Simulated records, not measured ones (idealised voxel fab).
Process module in this document: voxel spacer lines
Square cell edge 5 nm, section width 245 nm, ID cut.
Square cells in a grid make up a cross-section in this document, and the grid is given as bands, listed from the top down, each one or more rows of cells.
First you get the band's top height and its bottom height, in nm, and then the materials it's made of, left to right, with each width in nm. If you see a single material with "everywhere", that one covers the band edge to edge. "blank" is empty space.
Basically, 0 is our baseline, since under it the wafer straight out of the box is all one material. The bottom band has no lower end and keeps on going down, so it looks like "0 nm and below".
A width such as "30->40" changes by the same amount from each row of cells to the next, from the band's top row to its bottom row.
It should be understood that the words "all unchanged", when stated for a given step, signify that the cross-section underwent no change in any of its cells during that step.
"Completely enclosed voids" means: voids of 8 cells or more that are shut off from the top with no open way through. Written width x height at distance, distance from the left edge, in nm.
Step line, after settings: the simulator's comment on this step.
For masked steps, "overlay nm" on the step line gives how far right of plan the mask actually lay; a minus sign means it lay to the left.

These are the steps we planned for the process
1,RECEIVE with material Si
2,CONFORMAL_DEP with material Al2O3, thk nm 10
3,DIRECTIONAL_DEP with material TiN, thk nm 10
4,DIRECTIONAL_DEP with material aC, thk nm 20
5,PATTERN with tone cover, mask id MANDREL, material resist, width nm 20, pitch nm 70, thk nm 30, overlay nm 0
6,DIRECTIONAL_ETCH with etch materials aC, depth nm 20
7,STRIP with etch materials resist
8,CONFORMAL_DEP with material SiO2, thk nm 15
9,DIRECTIONAL_ETCH with etch materials SiO2, depth nm 15
10,STRIP with etch materials aC
11,DIRECTIONAL_ETCH with etch materials TiN, depth nm 10
12,STRIP with etch materials SiO2

The cross-section here shows the wafer as received, i.e. in its state after step 1
	0 nm and below | Si everywhere
	Completely enclosed voids: none

First of two wafers: cross-section at end of module, run per plan
	20 nm to 10 nm | blank=25, then TiN=15, then blank=20, then TiN=15, then blank=20, then TiN=15, then blank=20, then TiN=15, then blank=20, then TiN=15, then blank=20, then TiN=15, then blank=30
	10 nm to 0 nm | Al2O3 everywhere
	0 nm and below | Si everywhere
	Completely enclosed voids: none

Wafer two cross-section, module end. Start and plan unchanged from wafer one; one mistake made during the run
	20 nm to 10 nm | blank=35, then TiN=5, then blank=20, then TiN=5, then blank=40, then TiN=5, then blank=20, then TiN=5, then blank=40, then TiN=5, then blank=20, then TiN=5, then blank=40
	10 nm to 0 nm | Al2O3 everywhere
	0 nm and below | Si everywhere
	Completely enclosed voids: none
The mistake made against the process plan was this: step 8 changed vs plan, executed as CONFORMAL_DEP with material SiO2, thk nm 5
Counted in cells at the end, the second wafer holds more or fewer of these materials than the first: TiN -24
